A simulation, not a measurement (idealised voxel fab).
process module | voxel self aligned vias
cross-section cut | 200 nm wide | cells 5 nm
A cross-section is a grid of square cells, given in bands from the top down. A band is one or more rows of cells.
Each band's line starts with the height of the band's top and of its bottom, in nm. Then come its materials from left to right, each with its width in nm. One material with "throughout" fills the band from edge to edge. "air" is empty space.
Height 0 is the level under which the wafer as received is all one material. The lowest band goes on downwards, as in "0 down".
A width such as "30 to 40" changes by the same amount from each row of cells to the next, from the band's top row to its bottom row.
"no change" after a step means that no cell of the cross-section changed.
closed voids: empty space of 8 cells or more with no open way to the top, each as width x height at its distance from the left edge, in nm
after a step's settings: what the simulator itself notes on the step
overlay nm, on a step with a mask: how far to the right of its planned place the mask lay; to the left if negative
plan
1 op RECEIVE | material Si
2 op CONFORMAL_DEP | material SiO2 | thk nm 15
3 op CONFORMAL_DEP | material SiCN | thk nm 5
4 op DIRECTIONAL_DEP | material SiO2 | thk nm 20
5 op DIRECTIONAL_DEP | material aC | thk nm 10
6 op PATTERN | tone open | mask id LINES | material resist | width nm 20 | pitch nm 70 | thk nm 25 | overlay nm 0
7 op DIRECTIONAL_ETCH | etch materials aC | depth nm 10
8 op STRIP | etch materials resist
9 op DIRECTIONAL_ETCH | etch materials SiO2 | depth nm 20
10 op STRIP | etch materials aC
11 op CONFORMAL_DEP | material TiN | thk nm 5
12 op FILL_DEP | material Ru | thk nm 10
13 op CMP | height nm 40
14 op SELECTIVE_ETCH | etch materials W Ru TiN | depth nm 5
15 op FILL_DEP | material SiN | thk nm 10
16 op CMP | height nm 40
17 op DIRECTIONAL_DEP | material SiO2 | thk nm 15
18 op MASKED_ETCH | tone open | mask id VIAS | width nm 40 | etch materials SiO2 | depth nm 15 | overlay nm 0
19 op MASKED_ETCH | tone open | mask id VIAS | width nm 40 | etch materials SiN | depth nm 5 | overlay nm 0
20 op CONFORMAL_DEP | material TiN | thk nm 5
21 op FILL_DEP | material Cu | thk nm 10
22 op CMP | height nm 55
23 op CONFORMAL_DEP | material SiCN | thk nm 5
as received, after step 1
  0 down: Si throughout
  closed voids: none
first wafer at the end, as planned
  60 to 55: SiCN throughout
  55 to 45: SiO2 45 | TiN 5 | Cu 30 | TiN 5 | SiO2 115
  45 to 40: SiO2 45 | TiN 15 | Cu 10 | TiN 15 | SiO2 115
  40 to 35: SiO2 55 | TiN 20 | SiO2 50 | SiN 20 | SiO2 55
  35 to 25: SiO2 55 | TiN 5 | Ru 10 | TiN 5 | SiO2 50 | TiN 5 | Ru 10 | TiN 5 | SiO2 55
  25 to 20: SiO2 55 | TiN 20 | SiO2 50 | TiN 20 | SiO2 55
  20 to 15: SiCN throughout
  15 to 0: SiO2 throughout
  0 down: Si throughout
  closed voids: none
second wafer at the end: like start, like plan, one mistake
  60 to 55: SiCN throughout
  55 to 40: SiO2 45 | TiN 10 | SiO2 20 | TiN 10 | SiO2 115
  40 to 35: SiO2 55 | SiN 20 | SiO2 50 | SiN 20 | SiO2 55
  35 to 25: SiO2 55 | TiN 5 | Ru 10 | TiN 5 | SiO2 50 | TiN 5 | Ru 10 | TiN 5 | SiO2 55
  25 to 20: SiO2 55 | TiN 20 | SiO2 50 | TiN 20 | SiO2 55
  20 to 15: SiCN throughout
  15 to 0: SiO2 throughout
  0 down: Si throughout
  closed voids: none
what went wrong: steps 17 and 18 were swapped
at the end the second wafer has, in cells: 14 fewer of Cu | 4 more of SiN | 12 more of SiO2 | 2 fewer of TiN
